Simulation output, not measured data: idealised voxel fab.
You're looking at the process module voxel wiring stack.
The cross-section on display is named cut; it measures 275 nm wide, and its cells are 5 nm squares.
Heads up, the way a cross-section reads in here is a grid of square cells, handed over as bands from the top down, with every band being one or more rows of cells.
Within each band entry, the heights of the top and of the bottom of the band appear first, in that order and in nm; the materials of the band then follow from left to right, each with its corresponding width in nm. The designation "everywhere" on a single material indicates that it fills the band from edge to edge; the designation "empty" indicates empty space.
Height is counted from the level 0, under which the received wafer is composed throughout of one material. The lowest of the bands is not closed at the bottom but continues downward, in the notation "z 0 and below".
Width spec "30 to 40" -> top row of cells at first value, bottom row at second value, equal per-row change in between.
Step note "nothing changed" = no cross-section cell changed.
The list in "Voids, sealed" covers empty spaces of 8 cells or more that cannot reach the top through any open way, and it gives each as width x height at distance; the distance is from the left edge, and width, height and distance are in nm.
If you see something after the settings on a step's line, that's the simulator's own remark about that step.
"overlay nm" denotes, for a step that has a mask, the displacement of the mask to the right of its planned place, with negative values corresponding to the left.
**Process steps (planned)**
1. RECEIVE [material Si]
2. CONFORMAL_DEP [material SiO2] [thk nm 15]
3. DIRECTIONAL_DEP [material TiN] [thk nm 5]
4. DIRECTIONAL_DEP [material Ru] [thk nm 25]
5. DIRECTIONAL_DEP [material aC] [thk nm 15]
6. PATTERN [tone cover] [mask id METAL_1] [material resist] [width nm 20] [pitch nm 40] [thk nm 30] [overlay nm 0]
7. DIRECTIONAL_ETCH [etch materials aC] [depth nm 15]
8. STRIP [etch materials resist]
9. DIRECTIONAL_ETCH [etch materials Ru] [depth nm 25]
10. DIRECTIONAL_ETCH [etch materials TiN] [depth nm 5]
11. STRIP [etch materials aC]
12. FILL_DEP [material SiO2] [thk nm 5]
13. CMP [height nm 45]
14. CONFORMAL_DEP [material SiCN] [thk nm 5]
15. DIRECTIONAL_DEP [material lowk] [thk nm 30]
16. PATTERN [tone open] [mask id METAL_2_HOLES] [material resist] [width nm 15] [pitch nm 80] [thk nm 15] [overlay nm 0]
17. DIRECTIONAL_ETCH [etch materials lowk] [depth nm 30]
18. STRIP [etch materials resist]
19. PATTERN [tone open] [mask id METAL_2] [material resist] [width nm 20] [pitch nm 40] [thk nm 15] [overlay nm 0]
20. DIRECTIONAL_ETCH [etch materials lowk] [depth nm 20]
21. DIRECTIONAL_ETCH [etch materials SiCN] [depth nm 5]
22. STRIP [etch materials resist]
23. CONFORMAL_DEP [material TiN] [thk nm 5]
24. FILL_DEP [material Ru] [thk nm 5]
25. CMP [height nm 80]
26. CONFORMAL_DEP [material SiCN] [thk nm 5]
27. DIRECTIONAL_DEP [material SiO2] [thk nm 35]
28. DIRECTIONAL_DEP [material aC] [thk nm 10]
29. PATTERN [tone open] [mask id METAL_3] [material resist] [width nm 20] [pitch nm 40] [thk nm 30] [overlay nm 0]
30. DIRECTIONAL_ETCH [etch materials aC] [depth nm 10]
31. STRIP [etch materials resist]
32. DIRECTIONAL_ETCH [etch materials SiO2] [depth nm 20]
33. STRIP [etch materials aC]
34. MASKED_ETCH [tone open] [mask id METAL_3_HOLES] [width nm 15] [pitch nm 80] [etch materials SiO2] [depth nm 15] [overlay nm 0]
35. MASKED_ETCH [tone open] [mask id METAL_3_HOLES] [width nm 15] [pitch nm 80] [etch materials SiCN] [depth nm 5] [overlay nm 0]
36. CONFORMAL_DEP [material TiN] [thk nm 5]
37. FILL_DEP [material Cu] [thk nm 10]
38. CMP [height nm 120]
39. CONFORMAL_DEP [material SiN] [thk nm 5]
**Cross-section of the incoming wafer, state after step 1**
	z 0 and below | Si everywhere
	Voids, sealed: none
**End-of-module cross-section of the first of two wafers, processed as planned**
	z 125 to 120 | SiN everywhere
	z 120 to 105 | SiO2 65, then TiN 5, then Cu 10, then TiN 5, then SiO2 20, then TiN 5, then Cu 10, then TiN 5, then SiO2 20, then TiN 5, then Cu 10, then TiN 5, then SiO2 20, then TiN 5, then Cu 10, then TiN 5, then SiO2 70
	z 105 to 100 | SiO2 65, then TiN 5, then Cu 5, then TiN 10, then SiO2 20, then TiN 20, then SiO2 20, then TiN 5, then Cu 5, then TiN 10, then SiO2 20, then TiN 20, then SiO2 70
	z 100 to 85 | SiO2 65, then TiN 5, then Cu 5, then TiN 5, then SiO2 65, then TiN 5, then Cu 5, then TiN 5, then SiO2 115
	z 85 to 80 | SiCN 65, then TiN 15, then SiCN 65, then TiN 15, then SiCN 115
	z 80 to 65 | lowk 65, then TiN 5, then Ru 10, then TiN 5, then lowk 20, then TiN 5, then Ru 10, then TiN 5, then lowk 20, then TiN 5, then Ru 10, then TiN 5, then lowk 20, then TiN 5, then Ru 10, then TiN 5, then lowk 70
	z 65 to 60 | lowk 65, then TiN 5, then Ru 5, then TiN 10, then lowk 20, then TiN 20, then lowk 20, then TiN 5, then Ru 5, then TiN 10, then lowk 20, then TiN 20, then lowk 70
	z 60 to 50 | lowk 65, then TiN 5, then Ru 5, then TiN 5, then lowk 65, then TiN 5, then Ru 5, then TiN 5, then lowk 115
	z 50 to 45 | SiCN 65, then TiN 15, then SiCN 65, then TiN 15, then SiCN 115
	z 45 to 20 | SiO2 65, then Ru 20, then SiO2 20, then Ru 20, then SiO2 20, then Ru 20, then SiO2 20, then Ru 20, then SiO2 70
	z 20 to 15 | SiO2 65, then TiN 20, then SiO2 20, then TiN 20, then SiO2 20, then TiN 20, then SiO2 20, then TiN 20, then SiO2 70
	z 15 to 0 | SiO2 everywhere
	z 0 and below | Si everywhere
	Voids, sealed: none
**This cross-section belongs to the second wafer of two at the end of the module; the start and the plan were shared with the first, and the run included one mistake**
	z 125 to 120 | SiN everywhere
	z 120 to 105 | SiO2 65, then TiN 5, then Cu 10, then TiN 5, then SiO2 20, then TiN 5, then Cu 10, then TiN 5, then SiO2 20, then TiN 5, then Cu 10, then TiN 5, then SiO2 20, then TiN 5, then Cu 10, then TiN 5, then SiO2 70
	z 105 to 100 | SiO2 65, then TiN 5, then Cu 5, then TiN 10, then SiO2 20, then TiN 20, then SiO2 20, then TiN 5, then Cu 5, then TiN 10, then SiO2 20, then TiN 20, then SiO2 70
	z 100 to 85 | SiO2 65, then TiN 5, then Cu 5, then TiN 5, then SiO2 65, then TiN 5, then Cu 5, then TiN 5, then SiO2 115
	z 85 to 80 | SiCN 65, then TiN 15, then SiCN 65, then TiN 15, then SiCN 115
	z 80 to 65 | lowk 65, then TiN 5, then Ru 10, then TiN 5, then lowk 20, then TiN 5, then Ru 10, then TiN 5, then lowk 20, then TiN 5, then Ru 10, then TiN 5, then lowk 20, then TiN 5, then Ru 10, then TiN 5, then lowk 70
	z 65 to 60 | lowk 65, then TiN 5, then Ru 5, then TiN 10, then lowk 20, then TiN 20, then lowk 20, then TiN 5, then Ru 5, then TiN 10, then lowk 20, then TiN 20, then lowk 70
	z 60 to 50 | lowk 65, then TiN 5, then Ru 5, then TiN 5, then lowk 65, then TiN 5, then Ru 5, then TiN 5, then lowk 115
	z 50 to 45 | SiCN 65, then TiN 15, then SiCN 65, then TiN 15, then SiCN 115
	z 45 to 40 | SiO2 everywhere
	z 40 to 15 | SiO2 65, then Ru 20, then SiO2 20, then Ru 20, then SiO2 20, then Ru 20, then SiO2 20, then Ru 20, then SiO2 70
	z 15 to 0 | SiO2 everywhere
	z 0 and below | Si everywhere
	Voids, sealed: none
Misprocessing identified: no execution of plan step 3; skipped
Final comparison by cell count, materials where the second wafer has more or fewer than the first: SiO2: 16 more | TiN: 16 fewer
